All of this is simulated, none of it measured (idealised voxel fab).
This section sets out a process module, namely voxel transistor to metal.
We display cut, a cross-section 210 nm in width whose square cells are each 5 nm.
Cross-section = grid of square cells, listed top down in bands; band = one or more rows. For a band, the entry starts with two heights in nm, that of the top and then that of the bottom, and carries on with the band's materials in order from left to right, each alongside its width in nm; the word "all across" beside a single material means it fills the band edge to edge, and "blank" means empty space. For the purposes of this specification, 0 denotes the height below which the wafer in its as-received condition is composed wholly of one material, and the lowermost band, lacking a lower limit, extends downward without end, as expressed in "0 and below". The width entry "30..40" should be interpreted row by row: the top row of cells in the band takes the first number, the bottom row takes the second number, and the change between adjacent rows is uniform throughout. Any step labelled "nothing was modified" changed none of the cells in the cross-section. The entry "Closed void list" lists the empty spaces that cover at least 8 cells and have no open path to the top. Each is written as width x height at distance, where the distance is measured from the left edge and all three values are in nm. Where a step's line continues beyond its settings, the continuation is a remark by the simulator itself on that step. "overlay nm" answers the question of how far to the right of plan the mask lay on a step that has a mask, and when it is negative the answer is to the left.
Below is the list of planned process steps:
1. RECEIVE: material Si
2. OXIDIZE: depth nm 5
3. CONFORMAL_DEP: material SiN, thk nm 10
4. PATTERN: tone cover, mask id ACTIVE, material resist, width nm 110, thk nm 20, overlay nm 0
5. DIRECTIONAL_ETCH: etch materials SiN, depth nm 10
6. DIRECTIONAL_ETCH: etch materials SiO2, depth nm 5
7. DIRECTIONAL_ETCH: etch materials Si, depth nm 30
8. STRIP: etch materials resist
9. OXIDIZE: depth nm 5
10. FILL_DEP: material SiO2, thk nm 10
11. CMP: height nm 10
12. SELECTIVE_ETCH: etch materials SiO2, depth nm 5
13. STRIP: etch materials SiN
14. SELECTIVE_ETCH: etch materials SiO2, depth nm 5
15. OXIDIZE: depth nm 5
16. DIRECTIONAL_DEP: material polySi, thk nm 20
17. DIRECTIONAL_DEP: material SiCN, thk nm 10
18. MASKED_ETCH: tone cover, mask id GATE, width nm 30, etch materials SiCN, depth nm 20, overlay nm 0
19. MASKED_ETCH: tone cover, mask id GATE, width nm 30, etch materials polySi, depth nm 30, overlay nm 0
20. CONFORMAL_DEP: material SiN, thk nm 5
21. DIRECTIONAL_ETCH: etch materials SiN, depth nm 5
22. DIRECTIONAL_ETCH: etch materials SiO2, depth nm 5
23. DIRECTIONAL_ETCH: etch materials Si, depth nm 15
24. EPI: material pSi, thk nm 20
25. FILL_DEP: material SiO2, thk nm 10
26. CMP: height nm 15
27. STRIP: etch materials polySi
28. SELECTIVE_ETCH: etch materials SiO2, depth nm 5
29. CONFORMAL_DEP: material HfO2, thk nm 5
30. CONFORMAL_DEP: material TiN, thk nm 5
31. FILL_DEP: material W, thk nm 10
32. CMP: height nm 10
33. DIRECTIONAL_DEP: material SiO2, thk nm 15
34. MASKED_ETCH: tone open, mask id CONTACT, width nm 15, pitch nm 75, etch materials SiO2, depth nm 30, overlay nm 0
35. CONFORMAL_DEP: material TiN, thk nm 5
36. FILL_DEP: material Ru, thk nm 5
37. CMP: height nm 25
38. DIRECTIONAL_DEP: material TiN, thk nm 5
39. DIRECTIONAL_DEP: material Ru, thk nm 20
40. DIRECTIONAL_DEP: material aC, thk nm 15
41. PATTERN: tone cover, mask id METAL_1, material resist, width nm 15, pitch nm 75, thk nm 35, overlay nm 0
42. DIRECTIONAL_ETCH: etch materials aC, depth nm 15
43. STRIP: etch materials resist
44. DIRECTIONAL_ETCH: etch materials Ru, depth nm 20
45. DIRECTIONAL_ETCH: etch materials TiN, depth nm 5
46. STRIP: etch materials aC
47. FILL_DEP: material lowk, thk nm 5
48. CMP: height nm 50
49. CONFORMAL_DEP: material SiN, thk nm 5
First wafer, two in total, run as planned:
Cross-section of the wafer upon arrival, representing the state reached after step 1:
> 0 and below | Si all across
> Closed void list: none
Wafer after step 2 (cross-section):
> 0 down to -5 | SiO2 all across
> Note: structure below -5 unchanged.
Wafer after step 3 (cross-section):
> 10 down to 0 | SiN all across
> Note: structure below 0 unchanged.
Wafer after step 4 (cross-section):
> 30 down to 10 | blank 50  resist 110  blank 50
> Note: structure below 10 unchanged.
Wafer after step 5 (cross-section):
> 30 down to 10 | blank 50  resist 110  blank 50
> 10 down to 0 | blank 50  SiN 110  blank 50
> Note: structure below 0 unchanged.
Wafer after step 6 (cross-section):
> 30 down to 10 | blank 50  resist 110  blank 50
> 10 down to 0 | blank 50  SiN 110  blank 50
> 0 down to -5 | blank 50  SiO2 110  blank 50
> Note: structure below -5 unchanged.
Wafer after step 7 (cross-section):
> 30 down to 10 | blank 50  resist 110  blank 50
> 10 down to 0 | blank 50  SiN 110  blank 50
> 0 down to -5 | blank 50  SiO2 110  blank 50
> -5 down to -35 | blank 50  Si 110  blank 50
> Note: structure below -35 unchanged.
Wafer after step 8 (cross-section):
> 10 down to 0 | blank 50  SiN 110  blank 50
> Note: structure below 0 unchanged.
Wafer after step 9 (cross-section):
> 10 down to 0 | blank 50  SiN 110  blank 50
> 0 down to -5 | blank 50  SiO2 110  blank 50
> -5 down to -35 | blank 50  SiO2 5  Si 100  SiO2 5  blank 50
> -35 down to -40 | SiO2 55  Si 100  SiO2 55
> Note: structure below -40 unchanged.
Wafer after step 10 (cross-section):
> 20 down to 10 | SiO2 all across
> 10 down to 0 | SiO2 50  SiN 110  SiO2 50
> 0 down to -5 | SiO2 all across
> -5 down to -40 | SiO2 55  Si 100  SiO2 55
> Note: structure below -40 unchanged.
Wafer after step 11 (cross-section):
> 10 down to 0 | SiO2 50  SiN 110  SiO2 50
> Note: structure below 0 unchanged.
Wafer after step 12 (cross-section):
> 10 down to 5 | blank 50  SiN 110  blank 50
> Note: structure below 5 unchanged.
Wafer after step 13 (cross-section):
> 5 down to 0 | SiO2 50  blank 110  SiO2 50
> Note: structure below 0 unchanged.
Wafer after step 14 (cross-section):
> 0 down to -5 | SiO2 45  blank 120  SiO2 45
> Note: structure below -5 unchanged.
Wafer after step 15 (cross-section):
> 0 down to -5 | SiO2 45  blank 120  SiO2 45
> -5 down to -10 | SiO2 all across
> Note: structure below -10 unchanged.
Wafer after step 16 (cross-section):
> 20 down to 15 | polySi 45  blank 120  polySi 45
> 15 down to 0 | polySi all across
> 0 down to -5 | SiO2 45  polySi 120  SiO2 45
> Note: structure below -5 unchanged.
Wafer after step 17 (cross-section):
> 30 down to 25 | SiCN 45  blank 120  SiCN 45
> 25 down to 20 | SiCN all across
> 20 down to 15 | polySi 45  SiCN 120  polySi 45
> Note: structure below 15 unchanged.
Wafer after step 18 (cross-section):
> 25 down to 20 | blank 90  SiCN 30  blank 90
> 20 down to 15 | polySi 45  blank 45  SiCN 30  blank 45  polySi 45
> Note: structure below 15 unchanged.
Wafer after step 19 (cross-section):
> 25 down to 15 | blank 90  SiCN 30  blank 90
> 15 down to 0 | blank 90  polySi 30  blank 90
> 0 down to -5 | SiO2 45  blank 45  polySi 30  blank 45  SiO2 45
> Note: structure below -5 unchanged.
Wafer after step 20 (cross-section):
> 30 down to 25 | blank 85  SiN 40  blank 85
> 25 down to 15 | blank 85  SiN 5  SiCN 30  SiN 5  blank 85
> 15 down to 5 | blank 85  SiN 5  polySi 30  SiN 5  blank 85
> 5 down to 0 | SiN 50  blank 35  SiN 5  polySi 30  SiN 5  blank 35  SiN 50
> 0 down to -5 | SiO2 45  SiN 45  polySi 30  SiN 45  SiO2 45
> Note: structure below -5 unchanged.
Wafer after step 21 (cross-section):
> 25 down to 15 | blank 85  SiN 5  SiCN 30  SiN 5  blank 85
> 15 down to 0 | blank 85  SiN 5  polySi 30  SiN 5  blank 85
> 0 down to -5 | SiO2 45  SiN 5  blank 35  SiN 5  polySi 30  SiN 5  blank 35  SiN 5  SiO2 45
> Note: structure below -5 unchanged.
Wafer after step 22 (cross-section):
> 25 down to 15 | blank 85  SiN 5  SiCN 30  SiN 5  blank 85
> 15 down to 0 | blank 85  SiN 5  polySi 30  SiN 5  blank 85
> 0 down to -5 | blank 45  SiN 5  blank 35  SiN 5  polySi 30  SiN 5  blank 35  SiN 5  blank 45
> -5 down to -10 | SiO2 50  blank 35  SiO2 40  blank 35  SiO2 50
> Note: structure below -10 unchanged.
Wafer after step 23 (cross-section):
> 25 down to 15 | blank 85  SiN 5  SiCN 30  SiN 5  blank 85
> 15 down to 0 | blank 85  SiN 5  polySi 30  SiN 5  blank 85
> 0 down to -5 | blank 45  SiN 5  blank 35  SiN 5  polySi 30  SiN 5  blank 35  SiN 5  blank 45
> -5 down to -10 | SiO2 50  blank 35  SiO2 40  blank 35  SiO2 50
> -10 down to -25 | SiO2 55  blank 30  Si 40  blank 30  SiO2 55
> Note: structure below -25 unchanged.
Wafer after step 24 (cross-section):
> 25 down to 15 | blank 85  SiN 5  SiCN 30  SiN 5  blank 85
> 15 down to 10 | blank 85  SiN 5  polySi 30  SiN 5  blank 85
> 10 down to 0 | blank 65  pSi 20  SiN 5  polySi 30  SiN 5  pSi 20  blank 65
> 0 down to -5 | blank 45  SiN 5  blank 15  pSi 20  SiN 5  polySi 30  SiN 5  pSi 20  blank 15  SiN 5  blank 45
> -5 down to -10 | SiO2 50  pSi 35  SiO2 40  pSi 35  SiO2 50
> -10 down to -25 | SiO2 55  pSi 30  Si 40  pSi 30  SiO2 55
> Note: structure below -25 unchanged.
Wafer after step 25 (cross-section):
> 35 down to 25 | SiO2 all across
> 25 down to 15 | SiO2 85  SiN 5  SiCN 30  SiN 5  SiO2 85
> 15 down to 10 | SiO2 85  SiN 5  polySi 30  SiN 5  SiO2 85
> 10 down to 0 | SiO2 65  pSi 20  SiN 5  polySi 30  SiN 5  pSi 20  SiO2 65
> 0 down to -5 | SiO2 45  SiN 5  SiO2 15  pSi 20  SiN 5  polySi 30  SiN 5  pSi 20  SiO2 15  SiN 5  SiO2 45
> Note: structure below -5 unchanged.
Wafer after step 26 (cross-section):
> 15 down to 10 | SiO2 85  SiN 5  polySi 30  SiN 5  SiO2 85
> Note: structure below 10 unchanged.
Wafer after step 27 (cross-section):
> 15 down to 10 | SiO2 85  SiN 5  blank 30  SiN 5  SiO2 85
> 10 down to 0 | SiO2 65  pSi 20  SiN 5  blank 30  SiN 5  pSi 20  SiO2 65
> 0 down to -5 | SiO2 45  SiN 5  SiO2 15  pSi 20  SiN 5  blank 30  SiN 5  pSi 20  SiO2 15  SiN 5  SiO2 45
> Note: structure below -5 unchanged.
Wafer after step 28 (cross-section):
> 15 down to 10 | blank 85  SiN 5  blank 30  SiN 5  blank 85
> 10 down to 0 | SiO2 65  pSi 20  SiN 5  blank 30  SiN 5  pSi 20  SiO2 65
> 0 down to -5 | SiO2 45  SiN 5  SiO2 15  pSi 20  SiN 5  blank 30  SiN 5  pSi 20  SiO2 15  SiN 5  SiO2 45
> -5 down to -10 | SiO2 50  pSi 35  blank 40  pSi 35  SiO2 50
> Note: structure below -10 unchanged.
Wafer after step 29 (cross-section):
> 20 down to 15 | blank 80  HfO2 15  blank 20  HfO2 15  blank 80
> 15 down to 10 | HfO2 85  SiN 5  HfO2 5  blank 20  HfO2 5  SiN 5  HfO2 85
> 10 down to 0 | SiO2 65  pSi 20  SiN 5  HfO2 5  blank 20  HfO2 5  SiN 5  pSi 20  SiO2 65
> 0 down to -5 | SiO2 45  SiN 5  SiO2 15  pSi 20  SiN 5  HfO2 5  blank 20  HfO2 5  SiN 5  pSi 20  SiO2 15  SiN 5  SiO2 45
> -5 down to -10 | SiO2 50  pSi 35  HfO2 40  pSi 35  SiO2 50
> Note: structure below -10 unchanged.
Wafer after step 30 (cross-section):
> 25 down to 20 | blank 75  TiN 25  blank 10  TiN 25  blank 75
> 20 down to 15 | TiN 80  HfO2 15  TiN 5  blank 10  TiN 5  HfO2 15  TiN 80
> 15 down to 10 | HfO2 85  SiN 5  HfO2 5  TiN 5  blank 10  TiN 5  HfO2 5  SiN 5  HfO2 85
> 10 down to 0 | SiO2 65  pSi 20  SiN 5  HfO2 5  TiN 5  blank 10  TiN 5  HfO2 5  SiN 5  pSi 20  SiO2 65
> 0 down to -5 | SiO2 45  SiN 5  SiO2 15  pSi 20  SiN 5  HfO2 5  TiN 20  HfO2 5  SiN 5  pSi 20  SiO2 15  SiN 5  SiO2 45
> Note: structure below -5 unchanged.
Wafer after step 31 (cross-section):
> 35 down to 25 | W all across
> 25 down to 20 | W 75  TiN 25  W 10  TiN 25  W 75
> 20 down to 15 | TiN 80  HfO2 15  TiN 5  W 10  TiN 5  HfO2 15  TiN 80
> 15 down to 10 | HfO2 85  SiN 5  HfO2 5  TiN 5  W 10  TiN 5  HfO2 5  SiN 5  HfO2 85
> 10 down to 0 | SiO2 65  pSi 20  SiN 5  HfO2 5  TiN 5  W 10  TiN 5  HfO2 5  SiN 5  pSi 20  SiO2 65
> Note: structure below 0 unchanged.
Wafer after step 32 (cross-section):
> 10 down to 0 | SiO2 65  pSi 20  SiN 5  HfO2 5  TiN 5  W 10  TiN 5  HfO2 5  SiN 5  pSi 20  SiO2 65
> Note: structure below 0 unchanged.
Wafer after step 33 (cross-section):
> 25 down to 10 | SiO2 all across
> Note: structure below 10 unchanged.
Wafer after step 34 (cross-section):
> 25 down to 10 | SiO2 60  blank 15  SiO2 60  blank 15  SiO2 60
> 10 down to 0 | SiO2 60  blank 5  pSi 20  SiN 5  HfO2 5  TiN 5  W 10  TiN 5  HfO2 5  SiN 5  pSi 20  blank 5  SiO2 60
> 0 down to -5 | SiO2 45  SiN 5  SiO2 10  blank 5  pSi 20  SiN 5  HfO2 5  TiN 20  HfO2 5  SiN 5  pSi 20  blank 5  SiO2 10  SiN 5  SiO2 45
> Note: structure below -5 unchanged.
Wafer after step 35 (cross-section):
> 30 down to 25 | TiN 65  blank 5  TiN 70  blank 5  TiN 65
> 25 down to 15 | SiO2 60  TiN 5  blank 5  TiN 5  SiO2 60  TiN 5  blank 5  TiN 5  SiO2 60
> 15 down to 10 | SiO2 60  TiN 15  SiO2 60  TiN 15  SiO2 60
> 10 down to 0 | SiO2 60  TiN 5  pSi 20  SiN 5  HfO2 5  TiN 5  W 10  TiN 5  HfO2 5  SiN 5  pSi 20  TiN 5  SiO2 60
> 0 down to -5 | SiO2 45  SiN 5  SiO2 10  TiN 5  pSi 20  SiN 5  HfO2 5  TiN 20  HfO2 5  SiN 5  pSi 20  TiN 5  SiO2 10  SiN 5  SiO2 45
> Note: structure below -5 unchanged.
Wafer after step 36 (cross-section):
> 35 down to 30 | Ru all across
> 30 down to 25 | TiN 65  Ru 5  TiN 70  Ru 5  TiN 65
> 25 down to 15 | SiO2 60  TiN 5  Ru 5  TiN 5  SiO2 60  TiN 5  Ru 5  TiN 5  SiO2 60
> Note: structure below 15 unchanged.
Wafer after step 37 (cross-section):
> 25 down to 15 | SiO2 60  TiN 5  Ru 5  TiN 5  SiO2 60  TiN 5  Ru 5  TiN 5  SiO2 60
> Note: structure below 15 unchanged.
Wafer after step 38 (cross-section):
> 30 down to 25 | TiN all across
> Note: structure below 25 unchanged.
Wafer after step 39 (cross-section):
> 50 down to 30 | Ru all across
> Note: structure below 30 unchanged.
Wafer after step 40 (cross-section):
> 65 down to 50 | aC all across
> Note: structure below 50 unchanged.
Wafer after step 41 (cross-section):
> 100 down to 65 | blank 60  resist 15  blank 60  resist 15  blank 60
> Note: structure below 65 unchanged.
Wafer after step 42 (cross-section):
> 85 down to 65 | blank 60  resist 15  blank 60  resist 15  blank 60
> 65 down to 50 | blank 60  aC 15  blank 60  aC 15  blank 60
> Note: structure below 50 unchanged.
Wafer after step 43 (cross-section):
> 65 down to 50 | blank 60  aC 15  blank 60  aC 15  blank 60
> Note: structure below 50 unchanged.
Wafer after step 44 (cross-section):
> 65 down to 50 | blank 60  aC 15  blank 60  aC 15  blank 60
> 50 down to 30 | blank 60  Ru 15  blank 60  Ru 15  blank 60
> Note: structure below 30 unchanged.
Wafer after step 45 (cross-section):
> 65 down to 50 | blank 60  aC 15  blank 60  aC 15  blank 60
> 50 down to 30 | blank 60  Ru 15  blank 60  Ru 15  blank 60
> 30 down to 25 | blank 60  TiN 15  blank 60  TiN 15  blank 60
> Note: structure below 25 unchanged.
Wafer after step 46 (cross-section):
> 50 down to 30 | blank 60  Ru 15  blank 60  Ru 15  blank 60
> Note: structure below 30 unchanged.
Wafer after step 47 (cross-section):
> 55 down to 50 | lowk all across
> 50 down to 30 | lowk 60  Ru 15  lowk 60  Ru 15  lowk 60
> 30 down to 25 | lowk 60  TiN 15  lowk 60  TiN 15  lowk 60
> Note: structure below 25 unchanged.
Wafer after step 48 (cross-section):
> 50 down to 30 | lowk 60  Ru 15  lowk 60  Ru 15  lowk 60
> Note: structure below 30 unchanged.
Wafer after step 49 (cross-section):
> 55 down to 50 | SiN all across
> Note: structure below 50 unchanged.
Wafer two. Identical start, identical plan. One mistake in execution. Identical history through step 6:
What the second wafer looks like in cross-section when step 7 should have wrapped up:
> 30 down to 10 | blank 50  resist 110  blank 50
> 10 down to 0 | blank 50  SiN 110  blank 50
> 0 down to -5 | blank 50  SiO2 110  blank 50
> -5 down to -30 | blank 50  Si 110  blank 50
> Note: structure below -30 unchanged.
What the second wafer looks like in cross-section when step 8 should have wrapped up:
> 10 down to 0 | blank 50  SiN 110  blank 50
> Note: structure below 0 unchanged.
What the second wafer looks like in cross-section when step 9 should have wrapped up:
> 10 down to 0 | blank 50  SiN 110  blank 50
> 0 down to -5 | blank 50  SiO2 110  blank 50
> -5 down to -30 | blank 50  SiO2 5  Si 100  SiO2 5  blank 50
> -30 down to -35 | SiO2 55  Si 100  SiO2 55
> Note: structure below -35 unchanged.
What the second wafer looks like in cross-section when step 10 should have wrapped up:
> 20 down to 10 | SiO2 all across
> 10 down to 0 | SiO2 50  SiN 110  SiO2 50
> 0 down to -5 | SiO2 all across
> -5 down to -35 | SiO2 55  Si 100  SiO2 55
> Note: structure below -35 unchanged.
What the second wafer looks like in cross-section when step 11 should have wrapped up:
> 10 down to 0 | SiO2 50  SiN 110  SiO2 50
> Note: structure below 0 unchanged.
What the second wafer looks like in cross-section when step 12 should have wrapped up:
> 10 down to 5 | blank 50  SiN 110  blank 50
> Note: structure below 5 unchanged.
What the second wafer looks like in cross-section when step 13 should have wrapped up:
> 5 down to 0 | SiO2 50  blank 110  SiO2 50
> Note: structure below 0 unchanged.
What the second wafer looks like in cross-section when step 14 should have wrapped up:
> 0 down to -5 | SiO2 45  blank 120  SiO2 45
> Note: structure below -5 unchanged.
What the second wafer looks like in cross-section when step 15 should have wrapped up:
> 0 down to -5 | SiO2 45  blank 120  SiO2 45
> -5 down to -10 | SiO2 all across
> Note: structure below -10 unchanged.
What the second wafer looks like in cross-section when step 16 should have wrapped up:
> 20 down to 15 | polySi 45  blank 120  polySi 45
> 15 down to 0 | polySi all across
> 0 down to -5 | SiO2 45  polySi 120  SiO2 45
> Note: structure below -5 unchanged.
What the second wafer looks like in cross-section when step 17 should have wrapped up:
> 30 down to 25 | SiCN 45  blank 120  SiCN 45
> 25 down to 20 | SiCN all across
> 20 down to 15 | polySi 45  SiCN 120  polySi 45
> Note: structure below 15 unchanged.
What the second wafer looks like in cross-section when step 18 should have wrapped up:
> 25 down to 20 | blank 90  SiCN 30  blank 90
> 20 down to 15 | polySi 45  blank 45  SiCN 30  blank 45  polySi 45
> Note: structure below 15 unchanged.
What the second wafer looks like in cross-section when step 19 should have wrapped up:
> 25 down to 15 | blank 90  SiCN 30  blank 90
> 15 down to 0 | blank 90  polySi 30  blank 90
> 0 down to -5 | SiO2 45  blank 45  polySi 30  blank 45  SiO2 45
> Note: structure below -5 unchanged.
What the second wafer looks like in cross-section when step 20 should have wrapped up:
> 30 down to 25 | blank 85  SiN 40  blank 85
> 25 down to 15 | blank 85  SiN 5  SiCN 30  SiN 5  blank 85
> 15 down to 5 | blank 85  SiN 5  polySi 30  SiN 5  blank 85
> 5 down to 0 | SiN 50  blank 35  SiN 5  polySi 30  SiN 5  blank 35  SiN 50
> 0 down to -5 | SiO2 45  SiN 45  polySi 30  SiN 45  SiO2 45
> Note: structure below -5 unchanged.
What the second wafer looks like in cross-section when step 21 should have wrapped up:
> 25 down to 15 | blank 85  SiN 5  SiCN 30  SiN 5  blank 85
> 15 down to 0 | blank 85  SiN 5  polySi 30  SiN 5  blank 85
> 0 down to -5 | SiO2 45  SiN 5  blank 35  SiN 5  polySi 30  SiN 5  blank 35  SiN 5  SiO2 45
> Note: structure below -5 unchanged.
What the second wafer looks like in cross-section when step 22 should have wrapped up:
> 25 down to 15 | blank 85  SiN 5  SiCN 30  SiN 5  blank 85
> 15 down to 0 | blank 85  SiN 5  polySi 30  SiN 5  blank 85
> 0 down to -5 | blank 45  SiN 5  blank 35  SiN 5  polySi 30  SiN 5  blank 35  SiN 5  blank 45
> -5 down to -10 | SiO2 50  blank 35  SiO2 40  blank 35  SiO2 50
> Note: structure below -10 unchanged.
What the second wafer looks like in cross-section when step 23 should have wrapped up:
> 25 down to 15 | blank 85  SiN 5  SiCN 30  SiN 5  blank 85
> 15 down to 0 | blank 85  SiN 5  polySi 30  SiN 5  blank 85
> 0 down to -5 | blank 45  SiN 5  blank 35  SiN 5  polySi 30  SiN 5  blank 35  SiN 5  blank 45
> -5 down to -10 | SiO2 50  blank 35  SiO2 40  blank 35  SiO2 50
> -10 down to -25 | SiO2 55  blank 30  Si 40  blank 30  SiO2 55
> Note: structure below -25 unchanged.
What the second wafer looks like in cross-section when step 24 should have wrapped up:
> 25 down to 15 | blank 85  SiN 5  SiCN 30  SiN 5  blank 85
> 15 down to 10 | blank 85  SiN 5  polySi 30  SiN 5  blank 85
> 10 down to 0 | blank 65  pSi 20  SiN 5  polySi 30  SiN 5  pSi 20  blank 65
> 0 down to -5 | blank 45  SiN 5  blank 15  pSi 20  SiN 5  polySi 30  SiN 5  pSi 20  blank 15  SiN 5  blank 45
> -5 down to -10 | SiO2 50  pSi 35  SiO2 40  pSi 35  SiO2 50
> -10 down to -25 | SiO2 55  pSi 30  Si 40  pSi 30  SiO2 55
> Note: structure below -25 unchanged.
What the second wafer looks like in cross-section when step 25 should have wrapped up:
> 35 down to 25 | SiO2 all across
> 25 down to 15 | SiO2 85  SiN 5  SiCN 30  SiN 5  SiO2 85
> 15 down to 10 | SiO2 85  SiN 5  polySi 30  SiN 5  SiO2 85
> 10 down to 0 | SiO2 65  pSi 20  SiN 5  polySi 30  SiN 5  pSi 20  SiO2 65
> 0 down to -5 | SiO2 45  SiN 5  SiO2 15  pSi 20  SiN 5  polySi 30  SiN 5  pSi 20  SiO2 15  SiN 5  SiO2 45
> Note: structure below -5 unchanged.
What the second wafer looks like in cross-section when step 26 should have wrapped up:
> 15 down to 10 | SiO2 85  SiN 5  polySi 30  SiN 5  SiO2 85
> Note: structure below 10 unchanged.
What the second wafer looks like in cross-section when step 27 should have wrapped up:
> 15 down to 10 | SiO2 85  SiN 5  blank 30  SiN 5  SiO2 85
> 10 down to 0 | SiO2 65  pSi 20  SiN 5  blank 30  SiN 5  pSi 20  SiO2 65
> 0 down to -5 | SiO2 45  SiN 5  SiO2 15  pSi 20  SiN 5  blank 30  SiN 5  pSi 20  SiO2 15  SiN 5  SiO2 45
> Note: structure below -5 unchanged.
What the second wafer looks like in cross-section when step 28 should have wrapped up:
> 15 down to 10 | blank 85  SiN 5  blank 30  SiN 5  blank 85
> 10 down to 0 | SiO2 65  pSi 20  SiN 5  blank 30  SiN 5  pSi 20  SiO2 65
> 0 down to -5 | SiO2 45  SiN 5  SiO2 15  pSi 20  SiN 5  blank 30  SiN 5  pSi 20  SiO2 15  SiN 5  SiO2 45
> -5 down to -10 | SiO2 50  pSi 35  blank 40  pSi 35  SiO2 50
> Note: structure below -10 unchanged.
What the second wafer looks like in cross-section when step 29 should have wrapped up:
> 20 down to 15 | blank 80  HfO2 15  blank 20  HfO2 15  blank 80
> 15 down to 10 | HfO2 85  SiN 5  HfO2 5  blank 20  HfO2 5  SiN 5  HfO2 85
> 10 down to 0 | SiO2 65  pSi 20  SiN 5  HfO2 5  blank 20  HfO2 5  SiN 5  pSi 20  SiO2 65
> 0 down to -5 | SiO2 45  SiN 5  SiO2 15  pSi 20  SiN 5  HfO2 5  blank 20  HfO2 5  SiN 5  pSi 20  SiO2 15  SiN 5  SiO2 45
> -5 down to -10 | SiO2 50  pSi 35  HfO2 40  pSi 35  SiO2 50
> Note: structure below -10 unchanged.
What the second wafer looks like in cross-section when step 30 should have wrapped up:
> 25 down to 20 | blank 75  TiN 25  blank 10  TiN 25  blank 75
> 20 down to 15 | TiN 80  HfO2 15  TiN 5  blank 10  TiN 5  HfO2 15  TiN 80
> 15 down to 10 | HfO2 85  SiN 5  HfO2 5  TiN 5  blank 10  TiN 5  HfO2 5  SiN 5  HfO2 85
> 10 down to 0 | SiO2 65  pSi 20  SiN 5  HfO2 5  TiN 5  blank 10  TiN 5  HfO2 5  SiN 5  pSi 20  SiO2 65
> 0 down to -5 | SiO2 45  SiN 5  SiO2 15  pSi 20  SiN 5  HfO2 5  TiN 20  HfO2 5  SiN 5  pSi 20  SiO2 15  SiN 5  SiO2 45
> Note: structure below -5 unchanged.
What the second wafer looks like in cross-section when step 31 should have wrapped up:
> 35 down to 25 | W all across
> 25 down to 20 | W 75  TiN 25  W 10  TiN 25  W 75
> 20 down to 15 | TiN 80  HfO2 15  TiN 5  W 10  TiN 5  HfO2 15  TiN 80
> 15 down to 10 | HfO2 85  SiN 5  HfO2 5  TiN 5  W 10  TiN 5  HfO2 5  SiN 5  HfO2 85
> 10 down to 0 | SiO2 65  pSi 20  SiN 5  HfO2 5  TiN 5  W 10  TiN 5  HfO2 5  SiN 5  pSi 20  SiO2 65
> Note: structure below 0 unchanged.
What the second wafer looks like in cross-section when step 32 should have wrapped up:
> 10 down to 0 | SiO2 65  pSi 20  SiN 5  HfO2 5  TiN 5  W 10  TiN 5  HfO2 5  SiN 5  pSi 20  SiO2 65
> Note: structure below 0 unchanged.
What the second wafer looks like in cross-section when step 33 should have wrapped up:
> 25 down to 10 | SiO2 all across
> Note: structure below 10 unchanged.
What the second wafer looks like in cross-section when step 34 should have wrapped up:
> 25 down to 10 | SiO2 60  blank 15  SiO2 60  blank 15  SiO2 60
> 10 down to 0 | SiO2 60  blank 5  pSi 20  SiN 5  HfO2 5  TiN 5  W 10  TiN 5  HfO2 5  SiN 5  pSi 20  blank 5  SiO2 60
> 0 down to -5 | SiO2 45  SiN 5  SiO2 10  blank 5  pSi 20  SiN 5  HfO2 5  TiN 20  HfO2 5  SiN 5  pSi 20  blank 5  SiO2 10  SiN 5  SiO2 45
> Note: structure below -5 unchanged.
What the second wafer looks like in cross-section when step 35 should have wrapped up:
> 30 down to 25 | TiN 65  blank 5  TiN 70  blank 5  TiN 65
> 25 down to 15 | SiO2 60  TiN 5  blank 5  TiN 5  SiO2 60  TiN 5  blank 5  TiN 5  SiO2 60
> 15 down to 10 | SiO2 60  TiN 15  SiO2 60  TiN 15  SiO2 60
> 10 down to 0 | SiO2 60  TiN 5  pSi 20  SiN 5  HfO2 5  TiN 5  W 10  TiN 5  HfO2 5  SiN 5  pSi 20  TiN 5  SiO2 60
> 0 down to -5 | SiO2 45  SiN 5  SiO2 10  TiN 5  pSi 20  SiN 5  HfO2 5  TiN 20  HfO2 5  SiN 5  pSi 20  TiN 5  SiO2 10  SiN 5  SiO2 45
> Note: structure below -5 unchanged.
What the second wafer looks like in cross-section when step 36 should have wrapped up:
> 35 down to 30 | Ru all across
> 30 down to 25 | TiN 65  Ru 5  TiN 70  Ru 5  TiN 65
> 25 down to 15 | SiO2 60  TiN 5  Ru 5  TiN 5  SiO2 60  TiN 5  Ru 5  TiN 5  SiO2 60
> Note: structure below 15 unchanged.
What the second wafer looks like in cross-section when step 37 should have wrapped up:
> 25 down to 15 | SiO2 60  TiN 5  Ru 5  TiN 5  SiO2 60  TiN 5  Ru 5  TiN 5  SiO2 60
> Note: structure below 15 unchanged.
What the second wafer looks like in cross-section when step 38 should have wrapped up:
> 30 down to 25 | TiN all across
> Note: structure below 25 unchanged.
What the second wafer looks like in cross-section when step 39 should have wrapped up:
> 50 down to 30 | Ru all across
> Note: structure below 30 unchanged.
What the second wafer looks like in cross-section when step 40 should have wrapped up:
> 65 down to 50 | aC all across
> Note: structure below 50 unchanged.
What the second wafer looks like in cross-section when step 41 should have wrapped up:
> 100 down to 65 | blank 60  resist 15  blank 60  resist 15  blank 60
> Note: structure below 65 unchanged.
What the second wafer looks like in cross-section when step 42 should have wrapped up:
> 85 down to 65 | blank 60  resist 15  blank 60  resist 15  blank 60
> 65 down to 50 | blank 60  aC 15  blank 60  aC 15  blank 60
> Note: structure below 50 unchanged.
What the second wafer looks like in cross-section when step 43 should have wrapped up:
> 65 down to 50 | blank 60  aC 15  blank 60  aC 15  blank 60
> Note: structure below 50 unchanged.
What the second wafer looks like in cross-section when step 44 should have wrapped up:
> 65 down to 50 | blank 60  aC 15  blank 60  aC 15  blank 60
> 50 down to 30 | blank 60  Ru 15  blank 60  Ru 15  blank 60
> Note: structure below 30 unchanged.
What the second wafer looks like in cross-section when step 45 should have wrapped up:
> 65 down to 50 | blank 60  aC 15  blank 60  aC 15  blank 60
> 50 down to 30 | blank 60  Ru 15  blank 60  Ru 15  blank 60
> 30 down to 25 | blank 60  TiN 15  blank 60  TiN 15  blank 60
> Note: structure below 25 unchanged.
What the second wafer looks like in cross-section when step 46 should have wrapped up:
> 50 down to 30 | blank 60  Ru 15  blank 60  Ru 15  blank 60
> Note: structure below 30 unchanged.
What the second wafer looks like in cross-section when step 47 should have wrapped up:
> 55 down to 50 | lowk all across
> 50 down to 30 | lowk 60  Ru 15  lowk 60  Ru 15  lowk 60
> 30 down to 25 | lowk 60  TiN 15  lowk 60  TiN 15  lowk 60
> Note: structure below 25 unchanged.
What the second wafer looks like in cross-section when step 48 should have wrapped up:
> 50 down to 30 | lowk 60  Ru 15  lowk 60  Ru 15  lowk 60
> Note: structure below 30 unchanged.
What the second wafer looks like in cross-section when step 49 should have wrapped up:
> 55 down to 50 | SiN all across
> Note: structure below 50 unchanged.
Misprocessing identified: step 7 deviated from plan and actually ran as DIRECTIONAL_ETCH: etch materials Si, depth nm 25
The second wafer ends with more or fewer cells of some materials than the first, per final count: 22 more of Si | 22 fewer of SiO2
